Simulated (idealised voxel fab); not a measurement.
process module | voxel double patterning
Square cells of 5 nm make up the cross-section cut, whose width is 245 nm.
Bands, listed from the top down, are how a cross-section gets written in this document; the cross-section itself is a grid of square cells, and a band is one or more rows of them.
It is stipulated that each band's entry specify, in nanometres, the height of the top of the band and then that of its bottom, followed by the materials of the band in left-to-right sequence, each together with its width in nanometres. A single material marked by the word "full width" is understood to fill the band from edge to edge; the word "air" is understood to denote empty space.
Measure heights from 0. That's the level where, below it, the as-received wafer is all one material. The lowest band is bottomless and extends downward; write it as in "top 0, no bottom".
The width entry "30 to 40" should be interpreted row by row: the top row of cells in the band takes the first number, the bottom row takes the second number, and the change between adjacent rows is uniform throughout.
No cell of the cross-section changed in a step that is given as "remained the same".
The label "Completely sealed voids" introduces a list of the empty spaces, 8 cells or larger, that have no open way up to the top; each entry in it reads width x height at distance, where the distance is taken from the left edge and all three are stated in nm.
The remark found on a step's line after its settings is issued by the simulator itself and pertains to that step.
The optional step-line setting "overlay nm" applies to steps with a mask and quantifies how far to the right of its planned location the mask lay, a negative value indicating leftward placement.

### plan
- 1: RECEIVE (material Si)
- 2: CONFORMAL_DEP (material SiO2; thk nm 10)
- 3: DIRECTIONAL_DEP (material W; thk nm 10)
- 4: DIRECTIONAL_DEP (material SiN; thk nm 10)
- 5: DIRECTIONAL_DEP (material aC; thk nm 10)
- 6: PATTERN (tone open; mask id FIRST; material resist; width nm 15; pitch nm 50; thk nm 25; overlay nm 0)
- 7: DIRECTIONAL_ETCH (etch materials aC; depth nm 10)
- 8: STRIP (etch materials resist)
- 9: DIRECTIONAL_ETCH (etch materials SiN; depth nm 10)
- 10: STRIP (etch materials aC)
- 11: MASKED_ETCH (tone open; mask id SECOND; width nm 15; etch materials SiN; depth nm 10; overlay nm 0)
- 12: DIRECTIONAL_ETCH (etch materials W; depth nm 10)
- 13: STRIP (etch materials SiN)

### The first of a set of two wafers, run to plan

### Cross-section of the wafer at receipt, which is the condition after step 1
top 0, no bottom: Si full width
Completely sealed voids: none

### Once step 2 is through, the wafer looks like this in cross-section
top 10, bottom 0: SiO2 full width
Below a height of 0, the structure has not been altered.

### Once step 3 is through, the wafer looks like this in cross-section
top 20, bottom 10: W full width
Below a height of 10, the structure has not been altered.

### Once step 4 is through, the wafer looks like this in cross-section
top 30, bottom 20: SiN full width
Below a height of 20, the structure has not been altered.

### Once step 5 is through, the wafer looks like this in cross-section
top 40, bottom 30: aC full width
Below a height of 30, the structure has not been altered.

### Once step 6 is through, the wafer looks like this in cross-section
top 65, bottom 40: resist 90  air 15  resist 35  air 15  resist 90
Below a height of 40, the structure has not been altered.

### Once step 7 is through, the wafer looks like this in cross-section
top 55, bottom 40: resist 90  air 15  resist 35  air 15  resist 90
top 40, bottom 30: aC 90  air 15  aC 35  air 15  aC 90
Below a height of 30, the structure has not been altered.

### Once step 8 is through, the wafer looks like this in cross-section
top 40, bottom 30: aC 90  air 15  aC 35  air 15  aC 90
Below a height of 30, the structure has not been altered.

### Once step 9 is through, the wafer looks like this in cross-section
top 40, bottom 30: aC 90  air 15  aC 35  air 15  aC 90
top 30, bottom 20: SiN 90  air 15  SiN 35  air 15  SiN 90
Below a height of 20, the structure has not been altered.

### Once step 10 is through, the wafer looks like this in cross-section
top 30, bottom 20: SiN 90  air 15  SiN 35  air 15  SiN 90
Below a height of 20, the structure has not been altered.

### Once step 11 is through, the wafer looks like this in cross-section
top 30, bottom 20: SiN 90  air 15  SiN 10  air 15  SiN 10  air 15  SiN 90
Below a height of 20, the structure has not been altered.

### Once step 12 is through, the wafer looks like this in cross-section
top 30, bottom 20: SiN 90  air 15  SiN 10  air 15  SiN 10  air 15  SiN 90
top 20, bottom 10: W 90  air 15  W 10  air 15  W 10  air 15  W 90
Below a height of 10, the structure has not been altered.

### Once step 13 is through, the wafer looks like this in cross-section
top 20, bottom 10: W 90  air 15  W 10  air 15  W 10  air 15  W 90
Below a height of 10, the structure has not been altered.

### Here the second wafer is described. Its start and its plan were those of the first wafer. Its run contained one mistake. Up to and including step 5, it did exactly what the first wafer did

### Cross-section of the second wafer at the time by which step 6 should have been completed according to the plan
top 65, bottom 40: air 90  resist 15  air 35  resist 15  air 90
Below a height of 40, the structure has not been altered.

### Cross-section of the second wafer at the time by which step 7 should have been completed according to the plan
top 55, bottom 40: air 90  resist 15  air 35  resist 15  air 90
top 40, bottom 30: air 90  aC 15  air 35  aC 15  air 90
Below a height of 30, the structure has not been altered.

### Cross-section of the second wafer at the time by which step 8 should have been completed according to the plan
top 40, bottom 30: air 90  aC 15  air 35  aC 15  air 90
Below a height of 30, the structure has not been altered.

### Cross-section of the second wafer at the time by which step 9 should have been completed according to the plan
top 40, bottom 30: air 90  aC 15  air 35  aC 15  air 90
top 30, bottom 20: air 90  SiN 15  air 35  SiN 15  air 90
Below a height of 20, the structure has not been altered.

### Cross-section of the second wafer at the time by which step 10 should have been completed according to the plan
top 30, bottom 20: air 90  SiN 15  air 35  SiN 15  air 90
Below a height of 20, the structure has not been altered.

Cross-section of the second wafer at the time by which step 11 should have been completed according to the plan: remained the same

### Cross-section of the second wafer at the time by which step 12 should have been completed according to the plan
top 30, bottom 20: air 90  SiN 15  air 35  SiN 15  air 90
top 20, bottom 10: air 90  W 15  air 35  W 15  air 90
Below a height of 10, the structure has not been altered.

### Cross-section of the second wafer at the time by which step 13 should have been completed according to the plan
top 20, bottom 10: air 90  W 15  air 35  W 15  air 90
Below a height of 10, the structure has not been altered.
Which mistake was made when the wafer was run? step 6: run off-plan, actual operation and settings PATTERN (tone cover; mask id FIRST; material resist; width nm 15; pitch nm 50; thk nm 25; overlay nm 0)
The final cell counts differ between the wafers, with the second having more or fewer of some materials than the first: 68 fewer of W
